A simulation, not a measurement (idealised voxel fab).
voxel air gaps: a process module
Square cell edge 5 nm, section width 180 nm, ID cut.
Cross-section = grid of square cells, listed top down in bands; band = one or more rows.
The entry gives the band's vertical extent as a top height and a bottom height in nm, then its horizontal make-up as materials from left to right, each with a width in nm. "empty" stands for empty space; a single material marked "edge to edge" fills the band edge to edge.
The reference from which all heights are counted is 0, the level beneath which the as-received wafer is entirely one material; the lowest band, having no lower bound, proceeds downward and is written after the example "0..down".
Note: "30->40" means the width goes from the first number (top row of the band) to the second number (bottom row) in equal steps per row of cells.
"remained the same" after a step means that no cell of the cross-section changed.
"Internal closed voids" lists enclosed empty spaces (at least 8 cells, no open path upward to the top), each as width x height at distance from the left edge, in nm.
On each step's line, the part that comes after the settings is the simulator's own comment on the step.
The "overlay nm" setting may appear on a step's line; for a step that uses a mask, it gives how far to the right of its planned position the mask lay, and a negative value indicates the left.

## The process steps that were planned are listed below
1: RECEIVE: material Si
2: CONFORMAL_DEP: material SiO2, thk nm 15
3: CONFORMAL_DEP: material SiN, thk nm 5
4: DIRECTIONAL_DEP: material SiO2, thk nm 40
5: PATTERN: tone open, mask id LINES, material resist, width nm 15, pitch nm 45, thk nm 20, overlay nm -15
6: DIRECTIONAL_ETCH: etch materials SiO2, depth nm 40
7: STRIP: etch materials resist
8: CONFORMAL_DEP: material TiN, thk nm 5
9: FILL_DEP: material W, thk nm 5
10: CMP: height nm 60
11: EPI: material Ru, thk nm 10
12: SELECTIVE_ETCH: etch materials SiO2, depth nm 50
13: CONFORMAL_DEP: material SiCN, thk nm 5
The plan shows the overlay nm of step 5 as the first wafer had it; this setting differs between the wafers, which start out alike.

## As-received cross-section, first of several wafers, post step 1
- 0..down: Si edge to edge
- Internal closed voids: none

## Post step 13, the closing step of the module: first of several wafers, cross-sectioned
- 75..70: empty 5 nm | SiCN 135 nm | empty 40 nm
- 70..60: empty 5 nm | SiCN 5 nm | Ru 35 nm | SiCN 10 nm | Ru 35 nm | SiCN 10 nm | Ru 35 nm | SiCN 5 nm | empty 40 nm
- 60..55: empty 5 nm | SiCN 15 nm | TiN 5 nm | W 5 nm | TiN 5 nm | SiCN 30 nm | TiN 5 nm | W 5 nm | TiN 5 nm | SiCN 30 nm | TiN 5 nm | W 5 nm | TiN 5 nm | SiCN 15 nm | empty 40 nm
- 55..25: empty 15 nm | SiCN 5 nm | TiN 5 nm | W 5 nm | TiN 5 nm | SiCN 5 nm | empty 20 nm | SiCN 5 nm | TiN 5 nm | W 5 nm | TiN 5 nm | SiCN 5 nm | empty 20 nm | SiCN 5 nm | TiN 5 nm | W 5 nm | TiN 5 nm | SiCN 5 nm | empty 50 nm
- 25..20: SiCN 20 nm | TiN 15 nm | SiCN 30 nm | TiN 15 nm | SiCN 30 nm | TiN 15 nm | SiCN 55 nm
- 20..15: SiN edge to edge
- 15..0: SiO2 edge to edge
- 0..down: Si edge to edge
- Internal closed voids: 20 x 30 at 40; 20 x 30 at 85

## Of the several wafers, the last: cross-section at the end of the module
- 75..70: empty 35 nm | SiCN 135 nm | empty 10 nm
- 70..60: empty 35 nm | SiCN 5 nm | Ru 35 nm | SiCN 10 nm | Ru 35 nm | SiCN 10 nm | Ru 35 nm | SiCN 5 nm | empty 10 nm
- 60..55: empty 35 nm | SiCN 15 nm | TiN 5 nm | W 5 nm | TiN 5 nm | SiCN 30 nm | TiN 5 nm | W 5 nm | TiN 5 nm | SiCN 30 nm | TiN 5 nm | W 5 nm | TiN 5 nm | SiCN 15 nm | empty 10 nm
- 55..25: empty 45 nm | SiCN 5 nm | TiN 5 nm | W 5 nm | TiN 5 nm | SiCN 5 nm | empty 20 nm | SiCN 5 nm | TiN 5 nm | W 5 nm | TiN 5 nm | SiCN 5 nm | empty 20 nm | SiCN 5 nm | TiN 5 nm | W 5 nm | TiN 5 nm | SiCN 5 nm | empty 20 nm
- 25..20: SiCN 50 nm | TiN 15 nm | SiCN 30 nm | TiN 15 nm | SiCN 30 nm | TiN 15 nm | SiCN 25 nm
- 20..15: SiN edge to edge
- 15..0: SiO2 edge to edge
- 0..down: Si edge to edge
- Internal closed voids: 20 x 30 at 70; 20 x 30 at 115

## Basically each wafer gets a line in the table, showing it at the end of the module: material by material, the cells it gained (+) or lost (-) since we got it, then its closed voids
overlay nm -15 | +42 Ru | +120 SiCN | +36 SiN | +108 SiO2 | +51 TiN | +21 W | Internal closed voids: 20 x 30 at 40; 20 x 30 at 85
overlay nm -10 | +42 Ru | +120 SiCN | +36 SiN | +108 SiO2 | +51 TiN | +21 W | Internal closed voids: 20 x 30 at 45; 20 x 30 at 90
overlay nm -5 | +42 Ru | +120 SiCN | +36 SiN | +108 SiO2 | +51 TiN | +21 W | Internal closed voids: 20 x 30 at 50; 20 x 30 at 95
overlay nm 0 | +42 Ru | +120 SiCN | +36 SiN | +108 SiO2 | +51 TiN | +21 W | Internal closed voids: 20 x 30 at 55; 20 x 30 at 100
overlay nm 5 | +42 Ru | +120 SiCN | +36 SiN | +108 SiO2 | +51 TiN | +21 W | Internal closed voids: 20 x 30 at 60; 20 x 30 at 105
overlay nm 10 | +42 Ru | +120 SiCN | +36 SiN | +108 SiO2 | +51 TiN | +21 W | Internal closed voids: 20 x 30 at 65; 20 x 30 at 110
overlay nm 15 | +42 Ru | +120 SiCN | +36 SiN | +108 SiO2 | +51 TiN | +21 W | Internal closed voids: 20 x 30 at 70; 20 x 30 at 115
